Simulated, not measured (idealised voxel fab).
You're looking at the process module voxel self aligned vias.
We display cut, a cross-section 175 nm in width whose square cells are each 5 nm.
We lay out every cross-section as a grid of square cells and spell it out in bands from the top down, where one band means one or more rows of cells.
A band entry consists of two parts. The first gives the height of the band's top and the height of its bottom, in nm. The rest lists the band's materials from left to right, each with its width in nm. A single material labelled with the word "edge to edge" fills the band from edge to edge, and the word "air" marks empty space.
All heights in this document are referenced to 0, defined as the level beneath which the wafer, as received, consists entirely of one material. The lowest band is not bounded below; it extends indefinitely downward and is written in the form "from 0 down".
Width "30->40": first value at the band's top row of cells, second value at its bottom row, equal change from row to row.
Key: "same as before" - step with no changed cell in the cross-section.
"Enclosed void listing" specifies each empty space that is not open to the top and that occupies no fewer than 8 cells, using the form width x height at distance, the distance measured from the left edge and all three quantities in nm.
Formally, on a step line, whatever follows the settings is a remark that the simulator itself makes on the step.
"overlay nm" denotes, for a step that has a mask, the displacement of the mask to the right of its planned place, with negative values corresponding to the left.
# The process steps that were planned are listed below
| 1 | RECEIVE: material Si |
| 2 | CONFORMAL_DEP: material SiO2, thk nm 10 |
| 3 | CONFORMAL_DEP: material SiCN, thk nm 5 |
| 4 | DIRECTIONAL_DEP: material SiO2, thk nm 25 |
| 5 | PATTERN: tone open, mask id LINES, material resist, width nm 30, pitch nm 65, thk nm 20, overlay nm 0 |
| 6 | DIRECTIONAL_ETCH: etch materials SiO2, depth nm 25 |
| 7 | STRIP: etch materials resist |
| 8 | CONFORMAL_DEP: material TiN, thk nm 5 |
| 9 | FILL_DEP: material W, thk nm 10 |
| 10 | CMP: height nm 40 |
| 11 | SELECTIVE_ETCH: etch materials W Ru TiN, depth nm 10 |
| 12 | FILL_DEP: material SiN, thk nm 10 |
| 13 | CMP: height nm 40 |
| 14 | DIRECTIONAL_DEP: material SiO2, thk nm 15 |
| 15 | DIRECTIONAL_DEP: material aC, thk nm 10 |
| 16 | PATTERN: tone open, mask id VIAS, material resist, width nm 50, thk nm 25, overlay nm -15 |
| 17 | DIRECTIONAL_ETCH: etch materials aC, depth nm 10 |
| 18 | STRIP: etch materials resist |
| 19 | DIRECTIONAL_ETCH: etch materials SiO2, depth nm 15 |
| 20 | DIRECTIONAL_ETCH: etch materials SiN, depth nm 10 |
| 21 | STRIP: etch materials aC |
| 22 | CONFORMAL_DEP: material TiN, thk nm 5 |
| 23 | FILL_DEP: material Ru, thk nm 10 |
| 24 | CMP: height nm 55 |
| 25 | CONFORMAL_DEP: material SiN, thk nm 5 |
Variable across wafers: step 16 overlay nm (plan value is that of the first wafer; starting state common to all).
# Received condition of the first of several wafers, sectioned: post-step 1
	from 0 down = Si edge to edge
	Enclosed void listing: none
# Below: a row per wafer. Contents at end of module: for every material, cells gained since receipt (+) or lost since receipt (-); then closed voids
overlay nm -15, +22 Ru, +35 SiCN, +49 SiN, +260 SiO2, +38 TiN, +16 W, Enclosed void listing: none
overlay nm -10, +24 Ru, +35 SiCN, +47 SiN, +260 SiO2, +38 TiN, +16 W, Enclosed void listing: none
overlay nm -5, +24 Ru, +35 SiCN, +47 SiN, +260 SiO2, +38 TiN, +16 W, Enclosed void listing: none
overlay nm 0, +24 Ru, +35 SiCN, +47 SiN, +260 SiO2, +38 TiN, +16 W, Enclosed void listing: none
overlay nm 5, +24 Ru, +35 SiCN, +47 SiN, +260 SiO2, +38 TiN, +16 W, Enclosed void listing: none
overlay nm 10, +24 Ru, +35 SiCN, +47 SiN, +260 SiO2, +38 TiN, +16 W, Enclosed void listing: none
overlay nm 15, +22 Ru, +35 SiCN, +49 SiN, +260 SiO2, +38 TiN, +16 W, Enclosed void listing: none
